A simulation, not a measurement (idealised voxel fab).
process module | voxel trench capacitor
cross-section cut | 205 nm wide | cells 5 nm
A cross-section is a grid of square cells, given in bands from the top down. A band is one or more rows of cells.
Each band's line starts with the height of the band's top and of its bottom, in nm. Then come its materials from left to right, each with its width in nm. One material with "throughout" fills the band from edge to edge. "air" is empty space.
Height 0 is the level under which the wafer as received is all one material. The lowest band goes on downwards, as in "0 down".
A width such as "30 to 40" changes by the same amount from each row of cells to the next, from the band's top row to its bottom row.
"no change" after a step means that no cell of the cross-section changed.
closed voids: empty space of 8 cells or more with no open way to the top, each as width x height at its distance from the left edge, in nm
after a step's settings: what the simulator itself notes on the step
overlay nm, on a step with a mask: how far to the right of its planned place the mask lay; to the left if negative
plan
1 op RECEIVE | material Si
2 op CONFORMAL_DEP | material SiN | thk nm 10
3 op MASKED_ETCH | tone open | mask id TRENCH | width nm 25 | pitch nm 45 | etch materials SiN | depth nm 10 | overlay nm 0
4 op MASKED_ETCH | tone open | mask id TRENCH | width nm 25 | pitch nm 45 | etch materials Si | depth nm 25 | overlay nm 0
5 op CONFORMAL_DEP | material Al2O3 | thk nm 5
6 op FILL_DEP | material polySi | thk nm 5
7 op CMP | height nm 10
first wafer, as planned
as received, after step 1
  0 down: Si throughout
  closed voids: none
after step 2
  10 to 0: SiN throughout
  below 0: unchanged
after step 3
  10 to 0: SiN 65 | air 25 | SiN 20 | air 25 | SiN 70
  below 0: unchanged
after step 4
  10 to 0: SiN 65 | air 25 | SiN 20 | air 25 | SiN 70
  0 to -25: Si 65 | air 25 | Si 20 | air 25 | Si 70
  below -25: unchanged
after step 5
  15 to 10: Al2O3 70 | air 15 | Al2O3 30 | air 15 | Al2O3 75
  10 to 0: SiN 65 | Al2O3 5 | air 15 | Al2O3 5 | SiN 20 | Al2O3 5 | air 15 | Al2O3 5 | SiN 70
  0 to -20: Si 65 | Al2O3 5 | air 15 | Al2O3 5 | Si 20 | Al2O3 5 | air 15 | Al2O3 5 | Si 70
  -20 to -25: Si 65 | Al2O3 25 | Si 20 | Al2O3 25 | Si 70
  below -25: unchanged
after step 6
  20 to 15: polySi throughout
  15 to 10: Al2O3 70 | polySi 15 | Al2O3 30 | polySi 15 | Al2O3 75
  10 to 0: SiN 65 | Al2O3 5 | polySi 15 | Al2O3 5 | SiN 20 | Al2O3 5 | polySi 15 | Al2O3 5 | SiN 70
  0 to -20: Si 65 | Al2O3 5 | polySi 15 | Al2O3 5 | Si 20 | Al2O3 5 | polySi 15 | Al2O3 5 | Si 70
  below -20: unchanged
after step 7
  10 to 0: SiN 65 | Al2O3 5 | polySi 15 | Al2O3 5 | SiN 20 | Al2O3 5 | polySi 15 | Al2O3 5 | SiN 70
  below 0: unchanged
second wafer: like start, like plan, one mistake. Through step 3 it matches the first wafer
when step 4 should have ended
  10 to 0: SiN 65 | air 25 | SiN 20 | air 25 | SiN 70
  0 to -50: Si 65 | air 25 | Si 20 | air 25 | Si 70
  below -50: unchanged
when step 5 should have ended
  15 to 10: Al2O3 70 | air 15 | Al2O3 30 | air 15 | Al2O3 75
  10 to 0: SiN 65 | Al2O3 5 | air 15 | Al2O3 5 | SiN 20 | Al2O3 5 | air 15 | Al2O3 5 | SiN 70
  0 to -45: Si 65 | Al2O3 5 | air 15 | Al2O3 5 | Si 20 | Al2O3 5 | air 15 | Al2O3 5 | Si 70
  -45 to -50: Si 65 | Al2O3 25 | Si 20 | Al2O3 25 | Si 70
  below -50: unchanged
when step 6 should have ended
  20 to 15: polySi throughout
  15 to 10: Al2O3 70 | polySi 15 | Al2O3 30 | polySi 15 | Al2O3 75
  10 to 0: SiN 65 | Al2O3 5 | polySi 15 | Al2O3 5 | SiN 20 | Al2O3 5 | polySi 15 | Al2O3 5 | SiN 70
  0 to -45: Si 65 | Al2O3 5 | polySi 15 | Al2O3 5 | Si 20 | Al2O3 5 | polySi 15 | Al2O3 5 | Si 70
  below -45: unchanged
when step 7 should have ended
  10 to 0: SiN 65 | Al2O3 5 | polySi 15 | Al2O3 5 | SiN 20 | Al2O3 5 | polySi 15 | Al2O3 5 | SiN 70
  below 0: unchanged
what went wrong: step 4 was run twice
at the end the second wafer has, in cells: 20 more of Al2O3 | 50 fewer of Si | 30 more of polySi
